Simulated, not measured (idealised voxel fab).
The name of this process module is voxel wiring stack.
The cross-section on display is named cut; it measures 240 nm wide, and its cells are 5 nm squares.
Think of the cross-section as a grid of square cells. We describe it in bands, top to bottom, and each band covers one or more rows of those cells.
Band: top and bottom heights (nm) first, top before bottom; then materials from left to right, widths in nm. "throughout" marks a sole material filling the band edge to edge. "empty" denotes empty space.
Measure heights from 0. That's the level where, below it, the as-received wafer is all one material. The lowest band is bottomless and extends downward; write it as in "z 0 and below".
It should be noted that a width expressed as "30 to 40" varies in equal increments from row to row of cells within the band, taking the value of the first number at the top row and that of the second number at the bottom row.
The cross-section has no changed cell in any step marked "no change".
Each empty space that has no open way to the top and spans at least 8 cells appears under "Fully sealed cavities" as width x height at distance, the distance counted from the left edge, all in nm.
after a step's settings: what the simulator itself notes on the step
overlay nm: right-of-plan distance of the mask on a masked step; negative values mean left-of-plan.
THE PLANNED PROCESS STEPS ARE ENUMERATED HEREUNDER
1: RECEIVE, material Si
2: CONFORMAL_DEP, material SiO2, thk nm 15
3: CONFORMAL_DEP, material SiN, thk nm 5
4: DIRECTIONAL_DEP, material SiO2, thk nm 20
5: MASKED_ETCH, tone open, mask id METAL_1, width nm 30, pitch nm 50, etch materials SiO2, depth nm 20, overlay nm 0
6: MASKED_ETCH, tone open, mask id METAL_1, width nm 30, pitch nm 50, etch materials SiN, depth nm 5, overlay nm 0
7: CONFORMAL_DEP, material TiN, thk nm 5
8: FILL_DEP, material Cu, thk nm 5
9: CMP, height nm 40
10: CONFORMAL_DEP, material SiCN, thk nm 5
11: DIRECTIONAL_DEP, material SiO2, thk nm 15
12: PATTERN, tone open, mask id PLUG_1, material resist, width nm 15, pitch nm 50, thk nm 15, overlay nm 0
13: DIRECTIONAL_ETCH, etch materials SiO2, depth nm 15
14: DIRECTIONAL_ETCH, etch materials SiCN, depth nm 5
15: STRIP, etch materials resist
16: CONFORMAL_DEP, material TiN, thk nm 5
17: FILL_DEP, material Ru, thk nm 5
18: CMP, height nm 60
19: DIRECTIONAL_DEP, material TiN, thk nm 5
20: DIRECTIONAL_DEP, material Ru, thk nm 20
21: DIRECTIONAL_DEP, material aC, thk nm 10
22: PATTERN, tone cover, mask id METAL_2, material resist, width nm 30, pitch nm 50, thk nm 25, overlay nm -15
23: DIRECTIONAL_ETCH, etch materials aC, depth nm 10
24: STRIP, etch materials resist
25: DIRECTIONAL_ETCH, etch materials Ru, depth nm 20
26: DIRECTIONAL_ETCH, etch materials TiN, depth nm 5
27: STRIP, etch materials aC
28: CONFORMAL_DEP, material SiCN, thk nm 5
29: FILL_DEP, material lowk, thk nm 5
30: CMP, height nm 85
31: CONFORMAL_DEP, material SiCN, thk nm 5
32: DIRECTIONAL_DEP, material SiO2, thk nm 30
33: PATTERN, tone open, mask id METAL_3_HOLES, material resist, width nm 15, pitch nm 100, thk nm 15, overlay nm 0
34: DIRECTIONAL_ETCH, etch materials SiO2, depth nm 30
35: STRIP, etch materials resist
36: PATTERN, tone open, mask id METAL_3, material resist, width nm 30, pitch nm 50, thk nm 20, overlay nm 0
37: DIRECTIONAL_ETCH, etch materials SiO2, depth nm 20
38: DIRECTIONAL_ETCH, etch materials SiCN, depth nm 5
39: STRIP, etch materials resist
40: CONFORMAL_DEP, material TiN, thk nm 5
41: FILL_DEP, material Cu, thk nm 10
42: CMP, height nm 120
43: CONFORMAL_DEP, material SiCN, thk nm 5
Wafers differ in overlay nm at step 22; plan lists the first wafer's value; identical starting state.
THE FIRST OF SEVERAL WAFERS, AS RECEIVED AFTER STEP 1, SEEN IN SECTION
    z 0 and below  Si throughout
    Fully sealed cavities: none
TABLE: WAFERS, A ROW EACH; END-OF-MODULE CELL CHANGE PER MATERIAL SINCE RECEIPT, GAIN (+), LOSS (-); THEN CLOSED VOIDS
overlay nm -15, +118 Cu, +108 Ru, +182 SiCN, +24 SiN, +528 SiO2, +176 TiN, +64 lowk, Fully sealed cavities: none
overlay nm -10, +118 Cu, +108 Ru, +182 SiCN, +24 SiN, +528 SiO2, +176 TiN, +64 lowk, Fully sealed cavities: none
overlay nm -5, +118 Cu, +108 Ru, +182 SiCN, +24 SiN, +528 SiO2, +176 TiN, +64 lowk, Fully sealed cavities: none
overlay nm 0, +118 Cu, +108 Ru, +182 SiCN, +24 SiN, +528 SiO2, +176 TiN, +64 lowk, Fully sealed cavities: none
overlay nm 5, +118 Cu, +108 Ru, +182 SiCN, +24 SiN, +528 SiO2, +176 TiN, +64 lowk, Fully sealed cavities: none
overlay nm 10, +118 Cu, +108 Ru, +182 SiCN, +24 SiN, +528 SiO2, +176 TiN, +64 lowk, Fully sealed cavities: none
overlay nm 15, +118 Cu, +108 Ru, +182 SiCN, +24 SiN, +528 SiO2, +176 TiN, +64 lowk, Fully sealed cavities: none
